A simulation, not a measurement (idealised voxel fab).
Process module name: voxel capacitor over wiring
Square cell edge 5 nm, section width 160 nm, ID cut.
Bands, listed from the top down, are how a cross-section gets written in this document; the cross-section itself is a grid of square cells, and a band is one or more rows of them. What a band's entry tells you: where the top is and where the bottom is, as heights in nm, and after that what lies inside, material by material from left to right, each with its width in nm. Empty space is written as the word "air", and a single material marked with the word "edge to edge" occupies the band from edge to edge. Heights are reckoned from 0. Under this level, the received wafer is all of one material. The bottommost band is open-ended downward, for example "0 down". Read "30..40" as a graded width: first number on top, second number at the bottom, same change between each pair of neighbouring rows. Any step labelled "nothing different" changed none of the cells in the cross-section. Voids not open to the top, 8 cells minimum: see "Closed cavities". Written width x height at distance; distance is from the left edge; nm. Read whatever lies past the settings on a step's line as the simulator's own remark about the step. "overlay nm", when on a step's line for a step with a mask, measures how far to the right of its planned place the mask lay; a negative measure means to the left.

THE STEPS PLANNED FOR THE PROCESS ARE AS FOLLOWS
1) RECEIVE (material Si)
2) CONFORMAL_DEP (material SiO2; thk nm 15)
3) DIRECTIONAL_DEP (material TiN; thk nm 5)
4) DIRECTIONAL_DEP (material W; thk nm 20)
5) DIRECTIONAL_DEP (material aC; thk nm 15)
6) PATTERN (tone cover; mask id METAL_1; material resist; width nm 30; pitch nm 95; thk nm 30; overlay nm 0)
7) DIRECTIONAL_ETCH (etch materials aC; depth nm 15)
8) STRIP (etch materials resist)
9) DIRECTIONAL_ETCH (etch materials W; depth nm 20)
10) DIRECTIONAL_ETCH (etch materials TiN; depth nm 5)
11) STRIP (etch materials aC)
12) FILL_DEP (material lowk; thk nm 10)
13) CMP (height nm 40)
14) CONFORMAL_DEP (material SiCN; thk nm 5)
15) DIRECTIONAL_DEP (material SiO2; thk nm 20)
16) PATTERN (tone open; mask id PLUG_1; material resist; width nm 15; thk nm 15; overlay nm 0)
17) DIRECTIONAL_ETCH (etch materials SiO2; depth nm 20)
18) DIRECTIONAL_ETCH (etch materials SiCN; depth nm 5)
19) STRIP (etch materials resist)
20) CONFORMAL_DEP (material TiN; thk nm 5)
21) FILL_DEP (material Cu; thk nm 10)
22) CMP (height nm 65)
23) DIRECTIONAL_DEP (material TiN; thk nm 10)
24) DIRECTIONAL_DEP (material SiN; thk nm 5)
25) DIRECTIONAL_DEP (material TiN; thk nm 5)
26) PATTERN (tone cover; mask id UPPER_PLATE; material resist; width nm 70; thk nm 15; overlay nm 0)
27) DIRECTIONAL_ETCH (etch materials TiN; depth nm 5)
28) DIRECTIONAL_ETCH (etch materials SiN; depth nm 5)
29) STRIP (etch materials resist)
30) PATTERN (tone cover; mask id LOWER_PLATE; material resist; width nm 80; thk nm 15; overlay nm 0)
31) DIRECTIONAL_ETCH (etch materials TiN; depth nm 10)
32) STRIP (etch materials resist)
33) FILL_DEP (material SiO2; thk nm 20)
34) CMP (height nm 100)
35) MASKED_ETCH (tone open; mask id PLUG_2; width nm 15; etch materials SiO2; depth nm 15; overlay nm 0)
36) CONFORMAL_DEP (material TiN; thk nm 5)
37) FILL_DEP (material Ru; thk nm 10)
38) CMP (height nm 100)
39) CONFORMAL_DEP (material SiCN; thk nm 5)

WAFER AS RECEIVED: CROSS-SECTION FOLLOWING STEP 1
> 0 down | Si edge to edge
> Closed cavities: none

LOOKING AT THE FIRST OF TWO WAFERS IN CROSS-SECTION AT END OF MODULE - RAN TO PLAN
> 105 to 100 | SiCN edge to edge
> 100 to 90 | SiO2 40, TiN 5, Ru 5, TiN 5, SiO2 105
> 90 to 80 | SiO2 40..30, TiN 15..70, SiO2 105..60
> 80 to 75 | SiO2 30, SiN 70, SiO2 60
> 75 to 65 | SiO2 25, TiN 80, SiO2 55
> 65 to 45 | SiO2 30, TiN 5, Cu 5, TiN 5, SiO2 115
> 45 to 40 | SiCN 30, TiN 15, SiCN 115
> 40 to 20 | lowk 15, W 30, lowk 65, W 30, lowk 20
> 20 to 15 | lowk 15, TiN 30, lowk 65, TiN 30, lowk 20
> 15 to 0 | SiO2 edge to edge
> 0 down | Si edge to edge
> Closed cavities: none

SO THIS IS WAFER NUMBER TWO OF THE TWO, CUT AT THE END OF THE MODULE - IT STARTED WHERE THE FIRST DID AND HAD THE SAME PLAN, WE JUST GOT ONE THING WRONG RUNNING IT
> 105 to 100 | SiCN edge to edge
> 100 to 90 | SiO2 40, TiN 5, Ru 5, TiN 5, SiO2 105
> 90 to 80 | SiO2 40..30, TiN 15..70, SiO2 105..60
> 80 to 75 | SiO2 30, SiN 70, SiO2 60
> 75 to 65 | SiO2 20, TiN 90, SiO2 50
> 65 to 45 | SiO2 30, TiN 5, Cu 5, TiN 5, SiO2 115
> 45 to 40 | SiCN 30, TiN 15, SiCN 115
> 40 to 20 | lowk 15, W 30, lowk 65, W 30, lowk 20
> 20 to 15 | lowk 15, TiN 30, lowk 65, TiN 30, lowk 20
> 15 to 0 | SiO2 edge to edge
> 0 down | Si edge to edge
> Closed cavities: none
What was done differently from what was planned? step 30: run off-plan, actual operation and settings PATTERN (tone cover; mask id LOWER_PLATE; material resist; width nm 90; thk nm 15; overlay nm 0)
at the end the second wafer has, in cells: -4 SiO2, +4 TiN
